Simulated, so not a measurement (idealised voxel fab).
This section sets out a process module, namely voxel capacitor over wiring.
Section shown: cut. Width: 155 nm. Cell size: 5 nm, square.
Throughout this document, each cross-section is represented as a grid of square cells and is presented as a sequence of bands enumerated from the top downward, where a band comprises one or more rows of cells.
A band entry consists of two parts. The first gives the height of the band's top and the height of its bottom, in nm. The rest lists the band's materials from left to right, each with its width in nm. A single material labelled with the word "all across" fills the band from edge to edge, and the word "blank" marks empty space.
Height 0 is the level under which the wafer as received is all one material. The lowest band goes on downwards, as in "0 nm and below".
A two-number width, for instance "30 to 40", indicates that the width is equal to the first number in the top row of the band and to the second number in the bottom row, and that it changes by a constant amount per row of cells.
Basically "remains unaltered" means that step didn't change any cell in the cross-section.
Closed empty spaces (no open way to the top) of 8 cells or more are what "Closed-off voids" lists, each as width x height at distance from the left edge, nm for all three.
Whatever follows a step's settings on its line is a remark the simulator itself makes about that step.
When a step includes a mask, the "overlay nm" setting on its line states how far to the right of its planned place that mask lay, and negative values state how far to the left.

-- Here's what the planned process steps look like
1) RECEIVE | material Si
2) CONFORMAL_DEP | material SiO2 | thk nm 15
3) CONFORMAL_DEP | material SiCN | thk nm 5
4) DIRECTIONAL_DEP | material lowk | thk nm 25
5) DIRECTIONAL_DEP | material aC | thk nm 10
6) PATTERN | tone open | mask id METAL_1 | material resist | width nm 20 | pitch nm 85 | thk nm 30 | overlay nm 0
7) DIRECTIONAL_ETCH | etch materials aC | depth nm 10
8) STRIP | etch materials resist
9) DIRECTIONAL_ETCH | etch materials lowk | depth nm 25
10) DIRECTIONAL_ETCH | etch materials SiCN | depth nm 5
11) STRIP | etch materials aC
12) CONFORMAL_DEP | material TiN | thk nm 5
13) FILL_DEP | material Cu | thk nm 5
14) CMP | height nm 45
15) CONFORMAL_DEP | material SiCN | thk nm 5
16) DIRECTIONAL_DEP | material lowk | thk nm 15
17) DIRECTIONAL_DEP | material aC | thk nm 10
18) PATTERN | tone open | mask id PLUG_1 | material resist | width nm 15 | thk nm 25 | overlay nm 0
19) DIRECTIONAL_ETCH | etch materials aC | depth nm 10
20) STRIP | etch materials resist
21) DIRECTIONAL_ETCH | etch materials lowk | depth nm 15
22) DIRECTIONAL_ETCH | etch materials SiCN | depth nm 5
23) STRIP | etch materials aC
24) EPI | material Ru | thk nm 10
25) EPI | material Ru | thk nm 10
26) DIRECTIONAL_DEP | material TiN | thk nm 5
27) DIRECTIONAL_DEP | material HfO2 | thk nm 5
28) DIRECTIONAL_DEP | material TiN | thk nm 10
29) MASKED_ETCH | tone cover | mask id UPPER_PLATE | width nm 70 | etch materials TiN | depth nm 10 | overlay nm 0
30) MASKED_ETCH | tone cover | mask id UPPER_PLATE | width nm 70 | etch materials HfO2 | depth nm 5 | overlay nm 0
31) PATTERN | tone cover | mask id LOWER_PLATE | material resist | width nm 80 | thk nm 15 | overlay nm 0
32) DIRECTIONAL_ETCH | etch materials TiN | depth nm 5
33) STRIP | etch materials resist
34) FILL_DEP | material SiO2 | thk nm 15
35) CMP | height nm 95
36) DIRECTIONAL_DEP | material aC | thk nm 10
37) PATTERN | tone open | mask id PLUG_2 | material resist | width nm 15 | thk nm 30 | overlay nm 0
38) DIRECTIONAL_ETCH | etch materials aC | depth nm 10
39) STRIP | etch materials resist
40) DIRECTIONAL_ETCH | etch materials SiO2 | depth nm 10
41) STRIP | etch materials aC
42) CONFORMAL_DEP | material TiN | thk nm 5
43) FILL_DEP | material W | thk nm 10
44) CMP | height nm 95
45) CONFORMAL_DEP | material SiCN | thk nm 5

-- As-received wafer cross-section (after step 1)
* 0 nm and below  Si all across
* Closed-off voids: none

-- Cross-sectional view of the first of the two wafers upon completion of the module, processed in accordance with the plan
* 100 nm to 95 nm  SiCN all across
* 95 nm to 90 nm  SiO2 (40), TiN (5), W (5), TiN (5), SiO2 (100)
* 90 nm to 85 nm  SiO2 (40), TiN (15), SiO2 (100)
* 85 nm to 75 nm  SiO2 (30), TiN (70), SiO2 (55)
* 75 nm to 70 nm  SiO2 (30), HfO2 (70), SiO2 (55)
* 70 nm to 65 nm  SiO2 (25), TiN (80), SiO2 (50)
* 65 nm to 50 nm  lowk (30), Ru (15), lowk (110)
* 50 nm to 45 nm  SiCN (30), Ru (15), SiCN (110)
* 45 nm to 20 nm  lowk (25), TiN (5), Cu (10), TiN (5), lowk (65), TiN (5), Cu (10), TiN (5), lowk (25)
* 20 nm to 15 nm  SiCN (25), TiN (20), SiCN (65), TiN (20), SiCN (25)
* 15 nm to 0 nm  SiO2 all across
* 0 nm and below  Si all across
* Closed-off voids: none

-- Wafer two, sectioned after the module: the first wafer's start, the first wafer's plan, and one mistake in how it was run
* 100 nm to 95 nm  SiCN all across
* 95 nm to 85 nm  SiO2 (40), TiN (5), W (5), TiN (5), SiO2 (100)
* 85 nm to 80 nm  SiO2 (30), TiN (15), W (5), TiN (50), SiO2 (55)
* 80 nm to 75 nm  SiO2 (30), TiN (70), SiO2 (55)
* 75 nm to 70 nm  SiO2 (30), HfO2 (70), SiO2 (55)
* 70 nm to 65 nm  SiO2 (25), TiN (80), SiO2 (50)
* 65 nm to 50 nm  lowk (30), Ru (15), lowk (110)
* 50 nm to 45 nm  SiCN (30), Ru (15), SiCN (110)
* 45 nm to 20 nm  lowk (25), TiN (5), Cu (10), TiN (5), lowk (65), TiN (5), Cu (10), TiN (5), lowk (25)
* 20 nm to 15 nm  SiCN (25), TiN (20), SiCN (65), TiN (20), SiCN (25)
* 15 nm to 0 nm  SiO2 all across
* 0 nm and below  Si all across
* Closed-off voids: none
Want to know what went wrong? contrary to plan, step 41 was performed as STRIP | etch materials TiN
Cell-count delta at end, second wafer over first, by material: 2 fewer of TiN; 2 more of W
